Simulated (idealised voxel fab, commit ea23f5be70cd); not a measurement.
The following is a process module called voxel self aligned contacts.
Section shown: cut. Width: 280 nm. Cell size: 5 nm, square.
Bands, listed from the top down, are how a cross-section gets written in this document; the cross-section itself is a grid of square cells, and a band is one or more rows of them. Top height, bottom height, nm. Materials left to right, width each, nm. Single material + "everywhere" = fills band edge to edge. "air" = empty. Height is counted from the level 0, under which the received wafer is composed throughout of one material. The lowest of the bands is not closed at the bottom but continues downward, in the notation "z 0 and below". Width spec "30 to 40" -> top row of cells at first value, bottom row at second value, equal per-row change in between. For the purposes of this document, the phrase "stayed the same" attached to a step denotes that no cell within the cross-section was modified by that step. "Fully sealed voids" specifies each empty space that is not open to the top and that occupies no fewer than 8 cells, using the form width x height at distance, the distance measured from the left edge and all three quantities in nm. The remark found on a step's line after its settings is issued by the simulator itself and pertains to that step. A step's line can hold "overlay nm"; with a mask on that step, the setting says how far right of the planned place the mask lay, while a negative setting says it lay to the left.

PROCESS STEPS - PLAN
step 1: RECEIVE with material Si
step 2: CONFORMAL_DEP with material SiO2, thk nm 5
step 3: DIRECTIONAL_DEP with material polySi, thk nm 25
step 4: DIRECTIONAL_DEP with material SiN, thk nm 20
step 5: PATTERN with tone cover, mask id GATE, material resist, width nm 30, pitch nm 55, thk nm 20, overlay nm 0
step 6: DIRECTIONAL_ETCH with etch materials SiN, depth nm 20
step 7: DIRECTIONAL_ETCH with etch materials polySi, depth nm 25
step 8: STRIP with etch materials resist
step 9: CONFORMAL_DEP with material SiN, thk nm 5
step 10: DIRECTIONAL_ETCH with etch materials SiN, depth nm 5
step 11: FILL_DEP with material SiO2, thk nm 10
step 12: CMP with height nm 55
step 13: PATTERN with tone open, mask id CONTACT, material resist, width nm 35, pitch nm 55, thk nm 15, overlay nm 0
step 14: DIRECTIONAL_ETCH with etch materials SiO2, depth nm 55
step 15: STRIP with etch materials resist
step 16: CONFORMAL_DEP with material TiN, thk nm 5
step 17: FILL_DEP with material W, thk nm 10
step 18: CMP with height nm 55
step 19: CONFORMAL_DEP with material SiN, thk nm 5

WAFER AS RECEIVED: CROSS-SECTION FOLLOWING STEP 1
- z 0 and below: Si everywhere
- Fully sealed voids: none

END-OF-MODULE CROSS-SECTION OF THE FIRST OF TWO WAFERS, PROCESSED AS PLANNED
- z 60 to 55: SiN everywhere
- z 55 to 50: SiO2: 95, then TiN: 15, then W: 5, then TiN: 15, then SiO2: 20, then TiN: 15, then W: 5, then TiN: 15, then SiO2: 95
- z 50 to 30: SiO2: 65, then SiN: 40, then TiN: 5, then W: 5, then TiN: 5, then SiN: 40, then TiN: 5, then W: 5, then TiN: 5, then SiN: 40, then SiO2: 65
- z 30 to 5: SiO2: 65, then SiN: 5, then polySi: 30, then SiN: 5, then TiN: 5, then W: 5, then TiN: 5, then SiN: 5, then polySi: 30, then SiN: 5, then TiN: 5, then W: 5, then TiN: 5, then SiN: 5, then polySi: 30, then SiN: 5, then SiO2: 65
- z 5 to 0: SiO2: 105, then TiN: 15, then SiO2: 40, then TiN: 15, then SiO2: 105
- z 0 and below: Si everywhere
- Fully sealed voids: none

THIS CROSS-SECTION BELONGS TO THE SECOND WAFER OF TWO AT THE END OF THE MODULE; THE START AND THE PLAN WERE SHARED WITH THE FIRST, AND THE RUN INCLUDED ONE MISTAKE
- z 60 to 55: SiN everywhere
- z 55 to 50: SiO2: 95, then TiN: 10, then W: 15, then TiN: 10, then SiO2: 20, then TiN: 10, then W: 15, then TiN: 10, then SiO2: 95
- z 50 to 30: SiO2: 70, then SiN: 30, then TiN: 5, then W: 15, then TiN: 5, then SiN: 30, then TiN: 5, then W: 15, then TiN: 5, then SiN: 30, then SiO2: 70
- z 30 to 5: SiO2: 70, then SiN: 5, then polySi: 20, then SiN: 5, then TiN: 5, then W: 15, then TiN: 5, then SiN: 5, then polySi: 20, then SiN: 5, then TiN: 5, then W: 15, then TiN: 5, then SiN: 5, then polySi: 20, then SiN: 5, then SiO2: 70
- z 5 to 0: SiO2: 100, then TiN: 25, then SiO2: 30, then TiN: 25, then SiO2: 100
- z 0 and below: Si everywhere
- Fully sealed voids: none
Processing error: not per plan at step 5, really ran PATTERN with tone cover, mask id GATE, material resist, width nm 20, pitch nm 55, thk nm 20, overlay nm 0
Heads up, by the end the second wafer has more or fewer cells of some materials compared to the first: SiN -24 | SiO2 +14 | W +40 | polySi -30
